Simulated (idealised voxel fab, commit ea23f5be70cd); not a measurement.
Process module, titled voxel capacitor over wiring
The cross-section shown here is cut; it is 190 nm wide and divided into square cells measuring 5 nm on a side.
Reading order for cross-sections: top band down to bottom band. Underlying form: a grid of square cells. Band size: one or more rows of cells. Top, bottom (nm), then materials left to right with widths (nm); lone material tagged "throughout" fills the whole band edge to edge; "empty" = empty space. A quick word on heights: they are counted from 0, and under that level the wafer as it came to us is one material throughout. The lowest band is different from the rest in having no bottom; it simply continues downward, written as in "0 -> down". Quick explanation for "30->40": the width changes in equal steps down the rows of cells, from the first number in the band's top row to the second number in its bottom row. Given "all unchanged" for a step, no cell of the cross-section differs between before and after that step. Entry "Enclosed internal voids". Content: empty spaces with no open connection to the top, size 8 cells or greater. Each: width x height at distance. Distance: from left edge. Unit: nm. Step line, after settings: the simulator's comment on this step. "overlay nm" denotes, for a step that has a mask, the displacement of the mask to the right of its planned place, with negative values corresponding to the left.

The following list gives the planned process steps
1) RECEIVE with material Si
2) CONFORMAL_DEP with material SiO2, thk nm 15
3) DIRECTIONAL_DEP with material TiN, thk nm 5
4) DIRECTIONAL_DEP with material Ru, thk nm 20
5) PATTERN with tone cover, mask id METAL_1, material resist, width nm 25, pitch nm 95, thk nm 20, overlay nm 0
6) DIRECTIONAL_ETCH with etch materials Ru, depth nm 20
7) DIRECTIONAL_ETCH with etch materials TiN, depth nm 5
8) STRIP with etch materials resist
9) CONFORMAL_DEP with material SiN, thk nm 5
10) FILL_DEP with material SiO2, thk nm 5
11) CMP with height nm 40
12) CONFORMAL_DEP with material SiCN, thk nm 5
13) DIRECTIONAL_DEP with material SiO2, thk nm 15
14) DIRECTIONAL_DEP with material aC, thk nm 15
15) PATTERN with tone open, mask id PLUG_1, material resist, width nm 15, thk nm 30, overlay nm 0
16) DIRECTIONAL_ETCH with etch materials aC, depth nm 15
17) STRIP with etch materials resist
18) DIRECTIONAL_ETCH with etch materials SiO2, depth nm 15
19) DIRECTIONAL_ETCH with etch materials SiCN, depth nm 5
20) STRIP with etch materials aC
21) CONFORMAL_DEP with material TiN, thk nm 5
22) FILL_DEP with material W, thk nm 5
23) CMP with height nm 60
24) DIRECTIONAL_DEP with material TiN, thk nm 10
25) DIRECTIONAL_DEP with material HfO2, thk nm 5
26) DIRECTIONAL_DEP with material TiN, thk nm 10
27) PATTERN with tone cover, mask id UPPER_PLATE, material resist, width nm 75, thk nm 15, overlay nm 0
28) DIRECTIONAL_ETCH with etch materials TiN, depth nm 10
29) DIRECTIONAL_ETCH with etch materials HfO2, depth nm 5
30) STRIP with etch materials resist
31) PATTERN with tone cover, mask id LOWER_PLATE, material resist, width nm 85, thk nm 15, overlay nm -15
32) DIRECTIONAL_ETCH with etch materials TiN, depth nm 10
33) STRIP with etch materials resist
34) FILL_DEP with material SiO2, thk nm 20
35) CMP with height nm 100
36) DIRECTIONAL_DEP with material aC, thk nm 15
37) PATTERN with tone open, mask id PLUG_2, material resist, width nm 15, thk nm 30, overlay nm 0
38) DIRECTIONAL_ETCH with etch materials aC, depth nm 15
39) STRIP with etch materials resist
40) DIRECTIONAL_ETCH with etch materials SiO2, depth nm 15
41) STRIP with etch materials aC
42) CONFORMAL_DEP with material TiN, thk nm 5
43) FILL_DEP with material Cu, thk nm 10
44) CMP with height nm 100
45) CONFORMAL_DEP with material SiCN, thk nm 5
varied across the wafers: overlay nm of step 31. The plan shows the first wafer's value. All wafers start alike

As received, i.e. after step 1: cross-section through the first of several wafers
    0 -> down: Si throughout
    Enclosed internal voids: none

Here's the first of several wafers in cross-section, end of the module, after the last step, step 45
    105 -> 100: SiCN throughout
    100 -> 90: 55 of SiO2  5 of TiN  5 of Cu  5 of TiN  120 of SiO2
    90 -> 85: 55 of SiO2  15 of TiN  120 of SiO2
    85 -> 75: 45 of SiO2  65 of TiN  80 of SiO2
    75 -> 70: 45 of SiO2  75 of HfO2  70 of SiO2
    70 -> 60: 25 of SiO2  95 of TiN  70 of SiO2
    60 -> 45: 45 of SiO2  5 of TiN  5 of W  5 of TiN  130 of SiO2
    45 -> 40: 45 of SiCN  15 of TiN  130 of SiCN
    40 -> 20: 30 of SiO2  5 of SiN  25 of Ru  5 of SiN  60 of SiO2  5 of SiN  25 of Ru  5 of SiN  30 of SiO2
    20 -> 15: 35 of SiN  25 of TiN  70 of SiN  25 of TiN  35 of SiN
    15 -> 0: SiO2 throughout
    0 -> down: Si throughout
    Enclosed internal voids: none

Cross-section of the last wafer at end of module
    105 -> 100: SiCN throughout
    100 -> 90: 55 of SiO2  5 of TiN  5 of Cu  5 of TiN  120 of SiO2
    90 -> 85: 55 of SiO2  15 of TiN  120 of SiO2
    85 -> 75: 55 of SiO2  65 of TiN  70 of SiO2
    75 -> 70: 45 of SiO2  75 of HfO2  70 of SiO2
    70 -> 60: 45 of SiO2  95 of TiN  50 of SiO2
    60 -> 45: 45 of SiO2  5 of TiN  5 of W  5 of TiN  130 of SiO2
    45 -> 40: 45 of SiCN  15 of TiN  130 of SiCN
    40 -> 20: 30 of SiO2  5 of SiN  25 of Ru  5 of SiN  60 of SiO2  5 of SiN  25 of Ru  5 of SiN  30 of SiO2
    20 -> 15: 35 of SiN  25 of TiN  70 of SiN  25 of TiN  35 of SiN
    15 -> 0: SiO2 throughout
    0 -> down: Si throughout
    Enclosed internal voids: none

What follows is a table in which each wafer occupies a row; for the wafer as it stands at the close of the module, the row states, material by material, how many cells have been gained (+) or lost (-) since receipt, and then gives its closed voids
overlay nm -15, +2 Cu, +15 HfO2, +40 Ru, +73 SiCN, +44 SiN, +531 SiO2, +90 TiN, +3 W, Enclosed internal voids: none
overlay nm -10, +2 Cu, +15 HfO2, +40 Ru, +73 SiCN, +44 SiN, +531 SiO2, +90 TiN, +3 W, Enclosed internal voids: none
overlay nm -5, +2 Cu, +15 HfO2, +40 Ru, +73 SiCN, +44 SiN, +531 SiO2, +90 TiN, +3 W, Enclosed internal voids: none
overlay nm 0, +2 Cu, +15 HfO2, +40 Ru, +73 SiCN, +44 SiN, +531 SiO2, +90 TiN, +3 W, Enclosed internal voids: none
overlay nm 5, +2 Cu, +15 HfO2, +40 Ru, +73 SiCN, +44 SiN, +531 SiO2, +90 TiN, +3 W, Enclosed internal voids: none
overlay nm 10, +2 Cu, +15 HfO2, +40 Ru, +73 SiCN, +44 SiN, +531 SiO2, +90 TiN, +3 W, Enclosed internal voids: none
overlay nm 15, +2 Cu, +15 HfO2, +40 Ru, +73 SiCN, +44 SiN, +531 SiO2, +90 TiN, +3 W, Enclosed internal voids: none
